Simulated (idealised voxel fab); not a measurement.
process module | voxel self aligned contacts
cross-section cut | 170 nm wide | cells 5 nm
A cross-section is a grid of square cells, given in bands from the top down. A band is one or more rows of cells.
Each band's line starts with the height of the band's top and of its bottom, in nm. Then come its materials from left to right, each with its width in nm. One material with "throughout" fills the band from edge to edge. "air" is empty space.
Height 0 is the level under which the wafer as received is all one material. The lowest band goes on downwards, as in "0 down".
A width such as "30 to 40" changes by the same amount from each row of cells to the next, from the band's top row to its bottom row.
"no change" after a step means that no cell of the cross-section changed.
closed voids: empty space of 8 cells or more with no open way to the top, each as width x height at its distance from the left edge, in nm
after a step's settings: what the simulator itself notes on the step
overlay nm, on a step with a mask: how far to the right of its planned place the mask lay; to the left if negative
plan
1 op RECEIVE | material Si
2 op OXIDIZE | depth nm 5
3 op DIRECTIONAL_DEP | material polySi | thk nm 30
4 op DIRECTIONAL_DEP | material SiN | thk nm 25
5 op DIRECTIONAL_DEP | material aC | thk nm 15
6 op PATTERN | tone cover | mask id GATE | material resist | width nm 30 | pitch nm 75 | thk nm 35 | overlay nm 0
7 op DIRECTIONAL_ETCH | etch materials aC | depth nm 15
8 op STRIP | etch materials resist
9 op DIRECTIONAL_ETCH | etch materials SiN | depth nm 25
10 op DIRECTIONAL_ETCH | etch materials polySi | depth nm 30
11 op STRIP | etch materials aC
12 op CONFORMAL_DEP | material SiN | thk nm 10
13 op DIRECTIONAL_ETCH | etch materials SiN | depth nm 10
14 op FILL_DEP | material SiO2 | thk nm 15
15 op CMP | height nm 60
16 op MASKED_ETCH | tone open | mask id CONTACT | width nm 55 | etch materials SiO2 | depth nm 65 | overlay nm 0
17 op CONFORMAL_DEP | material TiN | thk nm 5
18 op FILL_DEP | material W | thk nm 5
19 op CMP | height nm 60
20 op CONFORMAL_DEP | material SiN | thk nm 5
as received, after step 1
  0 down: Si throughout
  closed voids: none
first wafer at the end, as planned
  65 to 60: SiN throughout
  60 to 55: SiO2 55 | TiN 20 | W 15 | TiN 20 | SiO2 60
  55 to 30: SiO2 20 | SiN 50 | TiN 5 | W 15 | TiN 5 | SiN 50 | SiO2 25
  30 to 0: SiO2 20 | SiN 10 | polySi 30 | SiN 10 | TiN 5 | W 15 | TiN 5 | SiN 10 | polySi 30 | SiN 10 | SiO2 25
  0 to -5: SiO2 70 | TiN 25 | SiO2 75
  -5 down: Si throughout
  closed voids: none
second wafer at the end: like start, like plan, one mistake
  65 to 60: SiN throughout
  60 to 55: SiO2 20 | SiN 50 | TiN 25 | SiN 50 | SiO2 25
  55 to 30: SiN throughout
  30 to 0: polySi throughout
  0 to -5: SiO2 throughout
  -5 down: Si throughout
  closed voids: none
what went wrong: step 4 was run twice
at the end the second wafer has, in cells: 42 more of SiN | 108 fewer of SiO2 | 30 fewer of TiN | 36 fewer of W | 132 more of polySi
